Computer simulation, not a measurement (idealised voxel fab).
process module | voxel capacitor over wiring
cross-section cut | 180 nm wide | cells 5 nm
A cross-section is a grid of square cells, given in bands from the top down. A band is one or more rows of cells.
Each band's line starts with the height of the band's top and of its bottom, in nm. Then come its materials from left to right, each with its width in nm. One material with "throughout" fills the band from edge to edge. "air" is empty space.
Height 0 is the level under which the wafer as received is all one material. The lowest band goes on downwards, as in "0 down".
A width such as "30 to 40" changes by the same amount from each row of cells to the next, from the band's top row to its bottom row.
"no change" after a step means that no cell of the cross-section changed.
closed voids: empty space of 8 cells or more with no open way to the top, each as width x height at its distance from the left edge, in nm
after a step's settings: what the simulator itself notes on the step
overlay nm, on a step with a mask: how far to the right of its planned place the mask lay; to the left if negative
Each pair below shows a cross-section before one step and the cross-section after it, down to the lowest band that changed. The line under each pair gives the step between them, with its settings. The pairs can come from different runs of this module on the same starting wafer, so a pair continues from the pair above only where its "before" says so.
before
  80 to 75: air 40 | TiN 75 | air 65
  75 to 70: air 40 | SiN 75 | air 65
  70 to 60: TiN throughout
  60 to 40: SiO2 40 | TiN 5 | W 5 | TiN 5 | SiO2 125
  40 to 35: SiCN 40 | TiN 15 | SiCN 125
  35 to 20: lowk 30 | TiN 5 | Cu 15 | TiN 5 | lowk 70 | TiN 5 | Cu 15 | TiN 5 | lowk 30
  20 to 15: lowk 30 | TiN 10 | Cu 5 | TiN 10 | lowk 70 | TiN 10 | Cu 5 | TiN 10 | lowk 30
  15 to 10: SiCN 35 | TiN 15 | SiCN 80 | TiN 15 | SiCN 35
  10 to 0: SiO2 throughout
  0 down: Si throughout
  closed voids: none
after
  95 to 80: air 35 | resist 85 | air 60
  80 to 75: air 35 | resist 5 | TiN 75 | resist 5 | air 60
  75 to 70: air 35 | resist 5 | SiN 75 | resist 5 | air 60
  below 70: unchanged
  closed voids: none
the step between: op PATTERN | tone cover | mask id LOWER_PLATE | material resist | width nm 85 | thk nm 15 | overlay nm 0
before: the cross-section after the pair above
after
  95 to 80: air 35 | resist 85 | air 60
  80 to 75: air 35 | resist 5 | TiN 75 | resist 5 | air 60
  75 to 70: air 35 | resist 5 | SiN 75 | resist 5 | air 60
  70 to 60: air 35 | TiN 85 | air 60
  below 60: unchanged
  closed voids: none
the step between: op DIRECTIONAL_ETCH | etch materials TiN | depth nm 10
before: the cross-section after the pair above
after
  80 to 75: air 40 | TiN 75 | air 65
  75 to 70: air 40 | SiN 75 | air 65
  below 70: unchanged
  closed voids: none
the step between: op STRIP | etch materials resist
before: the cross-section after the pair above
after
  95 to 80: SiO2 throughout
  80 to 75: SiO2 40 | TiN 75 | SiO2 65
  75 to 70: SiO2 40 | SiN 75 | SiO2 65
  70 to 60: SiO2 35 | TiN 85 | SiO2 60
  below 60: unchanged
  closed voids: none
the step between: op FILL_DEP | material SiO2 | thk nm 15
before: the cross-section after the pair above
after
  90 to 80: SiO2 throughout
  below 80: unchanged
  closed voids: none
the step between: op CMP | height nm 90
before: the cross-section after the pair above
after
  105 to 90: aC throughout
  below 90: unchanged
  closed voids: none
the step between: op DIRECTIONAL_DEP | material aC | thk nm 15
before: the cross-section after the pair above
after
  140 to 105: resist 50 | air 15 | resist 115
  below 105: unchanged
  closed voids: none
the step between: op PATTERN | tone open | mask id PLUG_2 | material resist | width nm 15 | thk nm 35 | overlay nm 0
before: the cross-section after the pair above
after
  125 to 105: resist 50 | air 15 | resist 115
  105 to 90: aC 50 | air 15 | aC 115
  below 90: unchanged
  closed voids: none
the step between: op DIRECTIONAL_ETCH | etch materials aC | depth nm 15
before: the cross-section after the pair above
after
  105 to 90: aC 50 | air 15 | aC 115
  below 90: unchanged
  closed voids: none
the step between: op STRIP | etch materials resist
before: the cross-section after the pair above
after
  105 to 90: aC 50 | air 15 | aC 115
  90 to 80: SiO2 50 | air 15 | SiO2 115
  below 80: unchanged
  closed voids: none
the step between: op DIRECTIONAL_ETCH | etch materials SiO2 | depth nm 10
before: the cross-section after the pair above
after
  90 to 80: SiO2 50 | air 15 | SiO2 115
  below 80: unchanged
  closed voids: none
the step between: op STRIP | etch materials aC
before: the cross-section after the pair above
after
  95 to 90: TiN 55 | air 5 | TiN 120
  90 to 85: SiO2 50 | TiN 5 | air 5 | TiN 5 | SiO2 115
  85 to 75: SiO2 50 to 40 | TiN 15 to 75 | SiO2 115 to 65
  below 75: unchanged
  closed voids: none
the step between: op CONFORMAL_DEP | material TiN | thk nm 5
before: the cross-section after the pair above
after
  105 to 95: W throughout
  95 to 90: TiN 55 | W 5 | TiN 120
  90 to 85: SiO2 50 | TiN 5 | W 5 | TiN 5 | SiO2 115
  below 85: unchanged
  closed voids: none
the step between: op FILL_DEP | material W | thk nm 10
before: the cross-section after the pair above
after
  90 to 85: SiO2 50 | TiN 5 | W 5 | TiN 5 | SiO2 115
  below 85: unchanged
  closed voids: none
the step between: op CMP | height nm 90
before: the cross-section after the pair above
after
  95 to 90: SiCN throughout
  below 90: unchanged
  closed voids: none
the step between: op CONFORMAL_DEP | material SiCN | thk nm 5
before
  80 to 75: air 40 | TiN 75 | air 65
  75 to 70: air 40 | SiN 75 | air 65
  70 to 60: TiN throughout
  60 to 40: SiO2 40 | TiN 5 | W 5 | TiN 5 | SiO2 125
  40 to 35: SiCN 40 | TiN 15 | SiCN 125
  35 to 15: lowk 30 | TiN 5 | Cu 15 | TiN 5 | lowk 70 | TiN 5 | Cu 15 | TiN 5 | lowk 30
  15 to 10: SiCN 30 | TiN 25 | SiCN 70 | TiN 25 | SiCN 30
  10 to 0: SiO2 throughout
  0 down: Si throughout
  closed voids: none
after
  95 to 80: air 45 | resist 85 | air 50
  80 to 75: air 40 | TiN 75 | resist 15 | air 50
  75 to 70: air 40 | SiN 75 | resist 15 | air 50
  below 70: unchanged
  closed voids: none
the step between: op PATTERN | tone cover | mask id LOWER_PLATE | material resist | width nm 85 | thk nm 15 | overlay nm 10
before: the cross-section after the pair above
after
  95 to 80: air 45 | resist 85 | air 50
  80 to 75: air 45 | TiN 70 | resist 15 | air 50
  75 to 70: air 40 | SiN 75 | resist 15 | air 50
  70 to 60: air 40 | TiN 90 | air 50
  below 60: unchanged
  closed voids: none
the step between: op DIRECTIONAL_ETCH | etch materials TiN | depth nm 10
before: the cross-section after the pair above
after
  80 to 75: air 45 | TiN 70 | air 65
  75 to 70: air 40 | SiN 75 | air 65
  below 70: unchanged
  closed voids: none
the step between: op STRIP | etch materials resist
before: the cross-section after the pair above
after
  95 to 80: SiO2 throughout
  80 to 75: SiO2 45 | TiN 70 | SiO2 65
  75 to 70: SiO2 40 | SiN 75 | SiO2 65
  70 to 60: SiO2 40 | TiN 90 | SiO2 50
  below 60: unchanged
  closed voids: none
the step between: op FILL_DEP | material SiO2 | thk nm 15
before: the cross-section after the pair above
after
  90 to 80: SiO2 throughout
  below 80: unchanged
  closed voids: none
the step between: op CMP | height nm 90
before: the cross-section after the pair above
after
  105 to 90: aC throughout
  below 90: unchanged
  closed voids: none
the step between: op DIRECTIONAL_DEP | material aC | thk nm 15
before: the cross-section after the pair above
after
  140 to 105: resist 50 | air 15 | resist 115
  below 105: unchanged
  closed voids: none
the step between: op PATTERN | tone open | mask id PLUG_2 | material resist | width nm 15 | thk nm 35 | overlay nm 0
before: the cross-section after the pair above
after
  125 to 105: resist 50 | air 15 | resist 115
  105 to 90: aC 50 | air 15 | aC 115
  below 90: unchanged
  closed voids: none
the step between: op DIRECTIONAL_ETCH | etch materials aC | depth nm 15
before: the cross-section after the pair above
after
  105 to 90: aC 50 | air 15 | aC 115
  below 90: unchanged
  closed voids: none
the step between: op STRIP | etch materials resist
before: the cross-section after the pair above
after
  105 to 90: aC 50 | air 15 | aC 115
  90 to 80: SiO2 50 | air 15 | SiO2 115
  below 80: unchanged
  closed voids: none
the step between: op DIRECTIONAL_ETCH | etch materials SiO2 | depth nm 10
before: the cross-section after the pair above
after
  90 to 80: SiO2 50 | air 15 | SiO2 115
  below 80: unchanged
  closed voids: none
the step between: op STRIP | etch materials aC
before: the cross-section after the pair above
after
  95 to 90: TiN 55 | air 5 | TiN 120
  90 to 85: SiO2 50 | TiN 5 | air 5 | TiN 5 | SiO2 115
  85 to 75: SiO2 50 to 45 | TiN 15 to 70 | SiO2 115 to 65
  below 75: unchanged
  closed voids: none
the step between: op CONFORMAL_DEP | material TiN | thk nm 5
before: the cross-section after the pair above
after
  105 to 95: W throughout
  95 to 90: TiN 55 | W 5 | TiN 120
  90 to 85: SiO2 50 | TiN 5 | W 5 | TiN 5 | SiO2 115
  below 85: unchanged
  closed voids: none
the step between: op FILL_DEP | material W | thk nm 10
before: the cross-section after the pair above
after
  90 to 85: SiO2 50 | TiN 5 | W 5 | TiN 5 | SiO2 115
  below 85: unchanged
  closed voids: none
the step between: op CMP | height nm 90
before: the cross-section after the pair above
after
  95 to 90: SiCN throughout
  below 90: unchanged
  closed voids: none
the step between: op CONFORMAL_DEP | material SiCN | thk nm 5
before
  90 to 85: SiO2 50 | TiN 5 | W 5 | TiN 5 | SiO2 115
  85 to 75: SiO2 50 to 40 | TiN 15 to 75 | SiO2 115 to 65
  75 to 70: SiO2 40 | SiN 75 | SiO2 65
  70 to 60: SiO2 35 | TiN 85 | SiO2 60
  60 to 40: SiO2 40 | TiN 5 | W 5 | TiN 5 | SiO2 125
  40 to 35: SiCN 40 | TiN 15 | SiCN 125
  35 to 15: lowk 30 | TiN 5 | Cu 15 | TiN 5 | lowk 70 | TiN 5 | Cu 15 | TiN 5 | lowk 30
  15 to 10: SiCN 30 | TiN 25 | SiCN 70 | TiN 25 | SiCN 30
  10 to 0: SiO2 throughout
  0 down: Si throughout
  closed voids: none
after
  95 to 90: lowk throughout
  below 90: unchanged
  closed voids: none
the step between: op CONFORMAL_DEP | material lowk | thk nm 5
before
  60 to 40: SiO2 throughout
  40 to 35: SiCN throughout
  35 to 15: lowk 30 | TiN 5 | Cu 15 | TiN 5 | lowk 70 | TiN 5 | Cu 15 | TiN 5 | lowk 30
  15 to 10: SiCN 30 | TiN 25 | SiCN 70 | TiN 25 | SiCN 30
  10 to 0: SiO2 throughout
  0 down: Si throughout
  closed voids: none
after
  60 to 40: air 40 | SiO2 15 | air 125
  below 40: unchanged
  closed voids: none
the step between: op MASKED_ETCH | tone cover | mask id PLUG_1 | width nm 15 | etch materials SiO2 | depth nm 20 | overlay nm 0
before: the cross-section after the pair above
after
  65 to 60: air 35 | TiN 25 | air 120
  60 to 45: air 35 | TiN 5 | SiO2 15 | TiN 5 | air 120
  45 to 40: TiN 40 | SiO2 15 | TiN 125
  below 40: unchanged
  closed voids: none
the step between: op CONFORMAL_DEP | material TiN | thk nm 5
before: the cross-section after the pair above
after
  75 to 65: W throughout
  65 to 60: W 35 | TiN 25 | W 120
  60 to 45: W 35 | TiN 5 | SiO2 15 | TiN 5 | W 120
  below 45: unchanged
  closed voids: none
the step between: op FILL_DEP | material W | thk nm 10
before: the cross-section after the pair above
after
  60 to 45: W 35 | TiN 5 | SiO2 15 | TiN 5 | W 120
  below 45: unchanged
  closed voids: none
the step between: op CMP | height nm 60
before: the cross-section after the pair above
after
  70 to 60: TiN throughout
  below 60: unchanged
  closed voids: none
the step between: op DIRECTIONAL_DEP | material TiN | thk nm 10
before: the cross-section after the pair above
after
  75 to 70: SiN throughout
  below 70: unchanged
  closed voids: none
the step between: op DIRECTIONAL_DEP | material SiN | thk nm 5
before: the cross-section after the pair above
after
  80 to 75: TiN throughout
  below 75: unchanged
  closed voids: none
the step between: op DIRECTIONAL_DEP | material TiN | thk nm 5
before: the cross-section after the pair above
after
  95 to 80: aC throughout
  below 80: unchanged
  closed voids: none
the step between: op DIRECTIONAL_DEP | material aC | thk nm 15
before: the cross-section after the pair above
after
  125 to 95: air 40 | resist 75 | air 65
  below 95: unchanged
  closed voids: none
the step between: op PATTERN | tone cover | mask id UPPER_PLATE | material resist | width nm 75 | thk nm 30 | overlay nm 0
before: the cross-section after the pair above
after
  110 to 95: air 40 | resist 75 | air 65
  95 to 80: air 40 | aC 75 | air 65
  below 80: unchanged
  closed voids: none
the step between: op DIRECTIONAL_ETCH | etch materials aC | depth nm 15
before: the cross-section after the pair above
after
  95 to 80: air 40 | aC 75 | air 65
  below 80: unchanged
  closed voids: none
the step between: op STRIP | etch materials resist
before: the cross-section after the pair above
after
  95 to 80: air 40 | aC 75 | air 65
  80 to 75: air 40 | TiN 75 | air 65
  below 75: unchanged
  closed voids: none
the step between: op DIRECTIONAL_ETCH | etch materials TiN | depth nm 5
before: the cross-section after the pair above
after
  95 to 80: air 40 | aC 75 | air 65
  80 to 75: air 40 | TiN 75 | air 65
  75 to 70: air 40 | SiN 75 | air 65
  below 70: unchanged
  closed voids: none
the step between: op DIRECTIONAL_ETCH | etch materials SiN | depth nm 5
before: the cross-section after the pair above
after
  80 to 75: air 40 | TiN 75 | air 65
  below 75: unchanged
  closed voids: none
the step between: op STRIP | etch materials aC
before: the cross-section after the pair above
after
  95 to 80: air 35 | resist 85 | air 60
  80 to 75: air 35 | resist 5 | TiN 75 | resist 5 | air 60
  75 to 70: air 35 | resist 5 | SiN 75 | resist 5 | air 60
  below 70: unchanged
  closed voids: none
the step between: op PATTERN | tone cover | mask id LOWER_PLATE | material resist | width nm 85 | thk nm 15 | overlay nm 0
before: the cross-section after the pair above
after
  95 to 80: air 35 | resist 85 | air 60
  80 to 75: air 35 | resist 5 | TiN 75 | resist 5 | air 60
  75 to 70: air 35 | resist 5 | SiN 75 | resist 5 | air 60
  70 to 60: air 35 | TiN 85 | air 60
  below 60: unchanged
  closed voids: none
the step between: op DIRECTIONAL_ETCH | etch materials TiN | depth nm 10
before: the cross-section after the pair above
after
  80 to 75: air 40 | TiN 75 | air 65
  75 to 70: air 40 | SiN 75 | air 65
  below 70: unchanged
  closed voids: none
the step between: op STRIP | etch materials resist
before: the cross-section after the pair above
after
  95 to 80: SiO2 throughout
  80 to 75: SiO2 40 | TiN 75 | SiO2 65
  75 to 70: SiO2 40 | SiN 75 | SiO2 65
  70 to 60: SiO2 35 | TiN 85 | SiO2 60
  below 60: unchanged
  closed voids: none
the step between: op FILL_DEP | material SiO2 | thk nm 15
before: the cross-section after the pair above
after
  90 to 80: SiO2 throughout
  below 80: unchanged
  closed voids: none
the step between: op CMP | height nm 90
before: the cross-section after the pair above
after
  105 to 90: aC throughout
  below 90: unchanged
  closed voids: none
the step between: op DIRECTIONAL_DEP | material aC | thk nm 15
before: the cross-section after the pair above
after
  140 to 105: resist 50 | air 15 | resist 115
  below 105: unchanged
  closed voids: none
the step between: op PATTERN | tone open | mask id PLUG_2 | material resist | width nm 15 | thk nm 35 | overlay nm 0
before: the cross-section after the pair above
after
  125 to 105: resist 50 | air 15 | resist 115
  105 to 90: aC 50 | air 15 | aC 115
  below 90: unchanged
  closed voids: none
the step between: op DIRECTIONAL_ETCH | etch materials aC | depth nm 15
before: the cross-section after the pair above
after
  105 to 90: aC 50 | air 15 | aC 115
  below 90: unchanged
  closed voids: none
the step between: op STRIP | etch materials resist
before: the cross-section after the pair above
after
  105 to 90: aC 50 | air 15 | aC 115
  90 to 80: SiO2 50 | air 15 | SiO2 115
  below 80: unchanged
  closed voids: none
the step between: op DIRECTIONAL_ETCH | etch materials SiO2 | depth nm 10
before: the cross-section after the pair above
after
  90 to 80: SiO2 50 | air 15 | SiO2 115
  below 80: unchanged
  closed voids: none
the step between: op STRIP | etch materials aC
before: the cross-section after the pair above
after
  95 to 90: TiN 55 | air 5 | TiN 120
  90 to 85: SiO2 50 | TiN 5 | air 5 | TiN 5 | SiO2 115
  85 to 75: SiO2 50 to 40 | TiN 15 to 75 | SiO2 115 to 65
  below 75: unchanged
  closed voids: none
the step between: op CONFORMAL_DEP | material TiN | thk nm 5
before: the cross-section after the pair above
after
  105 to 95: W throughout
  95 to 90: TiN 55 | W 5 | TiN 120
  90 to 85: SiO2 50 | TiN 5 | W 5 | TiN 5 | SiO2 115
  below 85: unchanged
  closed voids: none
the step between: op FILL_DEP | material W | thk nm 10
before: the cross-section after the pair above
after
  90 to 85: SiO2 50 | TiN 5 | W 5 | TiN 5 | SiO2 115
  below 85: unchanged
  closed voids: none
the step between: op CMP | height nm 90
before: the cross-section after the pair above
after
  95 to 90: SiCN throughout
  below 90: unchanged
  closed voids: none
the step between: op CONFORMAL_DEP | material SiCN | thk nm 5
